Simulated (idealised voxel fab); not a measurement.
Herein follows the process module entitled voxel wiring stack.
190 nm wide, 5 nm square cells: that's cross-section cut.
Format of a cross-section: grid, square cells. Given as bands. Order: top down. Band: one or more rows of cells. Band entry format. Leading values: height of top, height of bottom, nm. Remainder: materials in left-to-right order, each with its width in nm. Special words: "full width" on a single material, which then fills the band edge to edge; "blank", empty space. It should be noted that heights are counted from 0, beneath which the wafer as supplied is of one material throughout, and that the lowest band possesses no lower boundary but continues downward, as written in "0 -> down". So if you see something like "30->40" for the width, read it as the top row of the band sitting at the first number and the bottom row at the second, with every row in between moving by the same amount as the last. No cell of the cross-section changed in a step that is given as "all unchanged". The list in "Fully sealed cavities" covers empty spaces of 8 cells or more that cannot reach the top through any open way, and it gives each as width x height at distance; the distance is from the left edge, and width, height and distance are in nm. Note: text after step settings on the step line = simulator remark on that step. overlay nm: where the mask lay relative to plan, measured to the right, on steps with a mask; negatives go left.

# Below is the list of planned process steps
1. RECEIVE | material Si
2. CONFORMAL_DEP | material SiO2 | thk nm 15
3. CONFORMAL_DEP | material SiN | thk nm 5
4. DIRECTIONAL_DEP | material lowk | thk nm 25
5. PATTERN | tone open | mask id METAL_1 | material resist | width nm 20 | pitch nm 40 | thk nm 15 | overlay nm 0
6. DIRECTIONAL_ETCH | etch materials lowk | depth nm 25
7. DIRECTIONAL_ETCH | etch materials SiN | depth nm 5
8. STRIP | etch materials resist
9. CONFORMAL_DEP | material TiN | thk nm 5
10. FILL_DEP | material W | thk nm 10
11. CMP | height nm 45
12. EPI | material Ru | thk nm 5
13. FILL_DEP | material SiCN | thk nm 5
14. DIRECTIONAL_DEP | material lowk | thk nm 30
15. DIRECTIONAL_DEP | material aC | thk nm 10
16. PATTERN | tone open | mask id METAL_2 | material resist | width nm 20 | pitch nm 40 | thk nm 25 | overlay nm 0
17. DIRECTIONAL_ETCH | etch materials aC | depth nm 10
18. STRIP | etch materials resist
19. DIRECTIONAL_ETCH | etch materials lowk | depth nm 20
20. STRIP | etch materials aC
21. PATTERN | tone open | mask id METAL_2_HOLES | material resist | width nm 15 | pitch nm 40 | thk nm 20 | overlay nm 0
22. DIRECTIONAL_ETCH | etch materials lowk | depth nm 10
23. DIRECTIONAL_ETCH | etch materials SiCN | depth nm 5
24. STRIP | etch materials resist
25. CONFORMAL_DEP | material TiN | thk nm 5
26. FILL_DEP | material Ru | thk nm 5
27. CMP | height nm 85
28. CONFORMAL_DEP | material SiCN | thk nm 5
29. DIRECTIONAL_DEP | material lowk | thk nm 15
30. DIRECTIONAL_DEP | material aC | thk nm 15
31. PATTERN | tone open | mask id PLUG_2 | material resist | width nm 15 | thk nm 30 | overlay nm 0
32. DIRECTIONAL_ETCH | etch materials aC | depth nm 15
33. STRIP | etch materials resist
34. DIRECTIONAL_ETCH | etch materials lowk | depth nm 15
35. DIRECTIONAL_ETCH | etch materials SiCN | depth nm 5
36. STRIP | etch materials aC
37. CONFORMAL_DEP | material TiN | thk nm 5
38. FILL_DEP | material Cu | thk nm 5
39. CMP | height nm 105
40. CONFORMAL_DEP | material SiCN | thk nm 5
41. DIRECTIONAL_DEP | material SiO2 | thk nm 15
42. PATTERN | tone open | mask id METAL_3 | material resist | width nm 20 | pitch nm 40 | thk nm 20 | overlay nm 0
43. DIRECTIONAL_ETCH | etch materials SiO2 | depth nm 15
44. DIRECTIONAL_ETCH | etch materials SiCN | depth nm 5
45. STRIP | etch materials resist
46. CONFORMAL_DEP | material TiN | thk nm 5
47. FILL_DEP | material Cu | thk nm 10
48. CMP | height nm 125
49. CONFORMAL_DEP | material SiN | thk nm 5

# Wafer as received: cross-section following step 1
  0 -> down | Si full width
  Fully sealed cavities: none

# End-of-module XS, first of two wafers, run as planned
  130 -> 125 | SiN full width
  125 -> 110 | SiO2 65; TiN 5; Cu 10; TiN 5; SiO2 20; TiN 5; Cu 10; TiN 5; SiO2 65
  110 -> 105 | SiCN 65; TiN 20; SiCN 20; TiN 20; SiCN 65
  105 -> 90 | lowk 65; TiN 5; Cu 5; TiN 5; lowk 110
  90 -> 85 | SiCN 65; TiN 15; SiCN 110
  85 -> 70 | lowk 65; TiN 5; Ru 10; TiN 5; lowk 20; TiN 5; Ru 10; TiN 5; lowk 65
  70 -> 65 | lowk 65; TiN 5; Ru 5; TiN 10; lowk 20; TiN 5; Ru 5; TiN 10; lowk 65
  65 -> 55 | lowk 65; TiN 5; Ru 5; TiN 5; lowk 25; TiN 5; Ru 5; TiN 5; lowk 70
  55 -> 50 | SiCN 65; TiN 15; SiCN 25; TiN 15; SiCN 70
  50 -> 45 | SiCN 60; Ru 30; SiCN 10; Ru 30; SiCN 60
  45 -> 20 | lowk 65; TiN 5; W 10; TiN 5; lowk 20; TiN 5; W 10; TiN 5; lowk 65
  20 -> 15 | SiN 65; TiN 20; SiN 20; TiN 20; SiN 65
  15 -> 0 | SiO2 full width
  0 -> down | Si full width
  Fully sealed cavities: none

# Now the second wafer, cross-sectioned at the end of the module. Nothing different at the start, nothing different in the plan compared with the first, just one mistake when it was actually run
  130 -> 125 | SiN full width
  125 -> 110 | SiO2 65; TiN 5; Cu 10; TiN 5; SiO2 20; TiN 5; Cu 10; TiN 5; SiO2 65
  110 -> 105 | SiCN 65; TiN 20; SiCN 20; TiN 20; SiCN 65
  105 -> 90 | lowk 65; TiN 5; Cu 5; TiN 5; lowk 110
  90 -> 85 | SiCN 65; TiN 15; SiCN 110
  85 -> 80 | lowk 65; TiN 5; Ru 5; TiN 10; lowk 20; TiN 5; Ru 5; TiN 10; lowk 65
  80 -> 70 | lowk 65; TiN 5; Ru 5; TiN 5; lowk 25; TiN 5; Ru 5; TiN 5; lowk 70
  70 -> 65 | SiCN 65; TiN 15; SiCN 25; TiN 15; SiCN 70
  65 -> 60 | Ru full width
  60 -> 50 | W full width
  50 -> 45 | TiN 70; W 10; TiN 30; W 10; TiN 70
  45 -> 20 | lowk 65; TiN 5; W 10; TiN 5; lowk 20; TiN 5; W 10; TiN 5; lowk 65
  20 -> 15 | SiN 65; TiN 20; SiN 20; TiN 20; SiN 65
  15 -> 0 | SiO2 full width
  0 -> down | Si full width
  Fully sealed cavities: none
Where did the run depart from the plan? no execution of plan step 11; skipped
It is noted that, at the conclusion of processing, the second wafer exhibits a higher or lower cell count for certain materials relative to the first: Ru: 14 more | SiCN: 26 fewer | TiN: 22 more | W: 80 more | lowk: 90 fewer
